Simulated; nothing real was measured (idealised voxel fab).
Process module heading - voxel fin reveal
For reference, the cross-section in this document is cut, with width 300 nm and square cells of 5 nm.
Notation: cross-section as square-cell grid; stated in bands, top first, going down; one or more cell rows per band. Band: top height; bottom height; in nm. Then, left to right: material with width in nm, for each material. "everywhere": a single material spanning edge to edge. "blank": empty space. Beneath 0, the wafer as received is one material, and that level is where height counting begins. The lowest band goes on downward without a bottom; it is written like "0 down". With a width like "30 to 40", each row of cells in the band differs from the next by the same amount, the top row carrying the first number and the bottom row the second. "nothing altered" -> step changed no cross-section cell. Closed empty spaces (no open way to the top) of 8 cells or more are what "Enclosed void catalog" lists, each as width x height at distance from the left edge, nm for all three. Heads up: the bit after the settings on a step's line is the simulator's remark on that step. A step line may carry the setting "overlay nm", which, for steps involving a mask, states the distance by which the mask lay to the right of its intended position; negative values denote displacement to the left.
-- The planned process steps are enumerated hereunder
1 RECEIVE with material Si
2 CONFORMAL_DEP with material SiN, thk nm 10
3 MASKED_ETCH with tone cover, mask id FINS, width nm 15, pitch nm 35, etch materials SiN, depth nm 10, overlay nm 0
4 MASKED_ETCH with tone cover, mask id FINS, width nm 15, pitch nm 35, etch materials Si, depth nm 30, overlay nm 0
5 OXIDIZE with depth nm 5
6 FILL_DEP with material SiO2, thk nm 10
7 CMP with height nm 10
8 SELECTIVE_ETCH with etch materials SiO2, depth nm 25
9 STRIP with etch materials SiN
-- As-received state of the wafer in cross-section, equivalent to post-step 1
> 0 down: Si everywhere
> Enclosed void catalog: none
-- Module complete, cross-section. Starting point and plan per above. One mistake made in running the module
> 0 to -15: 95 of blank; 5 of Si; 30 of blank; 5 of Si; 30 of blank; 5 of Si; 30 of blank; 5 of Si; 95 of blank
> -15 to -30: 95 of SiO2; 5 of Si; 30 of SiO2; 5 of Si; 30 of SiO2; 5 of Si; 30 of SiO2; 5 of Si; 95 of SiO2
> -30 down: Si everywhere
> Enclosed void catalog: none
The plan and the run diverged here: step 4: run off-plan, actual operation and settings MASKED_ETCH with tone cover, mask id FINS, width nm 15, pitch nm 35, etch materials Si, depth nm 25, overlay nm 0
